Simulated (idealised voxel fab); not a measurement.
process module | voxel wiring stack
cross-section cut | 150 nm wide | cells 5 nm
A cross-section is a grid of square cells, given in bands from the top down. A band is one or more rows of cells.
Each band's line starts with the height of the band's top and of its bottom, in nm. Then come its materials from left to right, each with its width in nm. One material with "throughout" fills the band from edge to edge. "air" is empty space.
Height 0 is the level under which the wafer as received is all one material. The lowest band goes on downwards, as in "0 down".
A width such as "30 to 40" changes by the same amount from each row of cells to the next, from the band's top row to its bottom row.
"no change" after a step means that no cell of the cross-section changed.
closed voids: empty space of 8 cells or more with no open way to the top, each as width x height at its distance from the left edge, in nm
after a step's settings: what the simulator itself notes on the step
overlay nm, on a step with a mask: how far to the right of its planned place the mask lay; to the left if negative
plan
1 op RECEIVE | material Si
2 op CONFORMAL_DEP | material SiO2 | thk nm 15
3 op CONFORMAL_DEP | material SiCN | thk nm 5
4 op DIRECTIONAL_DEP | material SiO2 | thk nm 15
5 op DIRECTIONAL_DEP | material aC | thk nm 10
6 op PATTERN | tone open | mask id METAL_1 | material resist | width nm 25 | pitch nm 40 | thk nm 25 | overlay nm 0
7 op DIRECTIONAL_ETCH | etch materials aC | depth nm 10
8 op STRIP | etch materials resist
9 op DIRECTIONAL_ETCH | etch materials SiO2 | depth nm 15
10 op DIRECTIONAL_ETCH | etch materials SiCN | depth nm 5
11 op STRIP | etch materials aC
12 op CONFORMAL_DEP | material TiN | thk nm 5
13 op FILL_DEP | material Cu | thk nm 5
14 op CMP | height nm 35
15 op CONFORMAL_DEP | material SiCN | thk nm 5
16 op DIRECTIONAL_DEP | material lowk | thk nm 30
17 op DIRECTIONAL_DEP | material aC | thk nm 15
18 op PATTERN | tone open | mask id METAL_2 | material resist | width nm 15 | pitch nm 40 | thk nm 30 | overlay nm 0
19 op DIRECTIONAL_ETCH | etch materials aC | depth nm 15
20 op STRIP | etch materials resist
21 op DIRECTIONAL_ETCH | etch materials lowk | depth nm 15
22 op STRIP | etch materials aC
23 op MASKED_ETCH | tone open | mask id METAL_2_HOLES | width nm 15 | pitch nm 80 | etch materials lowk | depth nm 15 | overlay nm 0
24 op MASKED_ETCH | tone open | mask id METAL_2_HOLES | width nm 15 | pitch nm 80 | etch materials SiCN | depth nm 5 | overlay nm 0
25 op CONFORMAL_DEP | material TiN | thk nm 5
26 op FILL_DEP | material Ru | thk nm 10
27 op CMP | height nm 70
28 op CONFORMAL_DEP | material SiN | thk nm 5
varied across the wafers: width nm of step 18. The plan shows the first wafer's value. All wafers start alike
first wafer as received, after step 1
  0 down: Si throughout
  closed voids: none
each wafer at the end: cells of each material gained (+) or lost (-) since it was received, then its closed voids
width nm 15 | +27 Cu | +10 Ru | +41 SiCN | +30 SiN | +135 SiO2 | +72 TiN | +135 lowk | closed voids: none
width nm 20 | +27 Cu | +16 Ru | +41 SiCN | +30 SiN | +135 SiO2 | +75 TiN | +126 lowk | closed voids: none
width nm 25 | +27 Cu | +26 Ru | +39 SiCN | +30 SiN | +135 SiO2 | +76 TiN | +117 lowk | closed voids: none
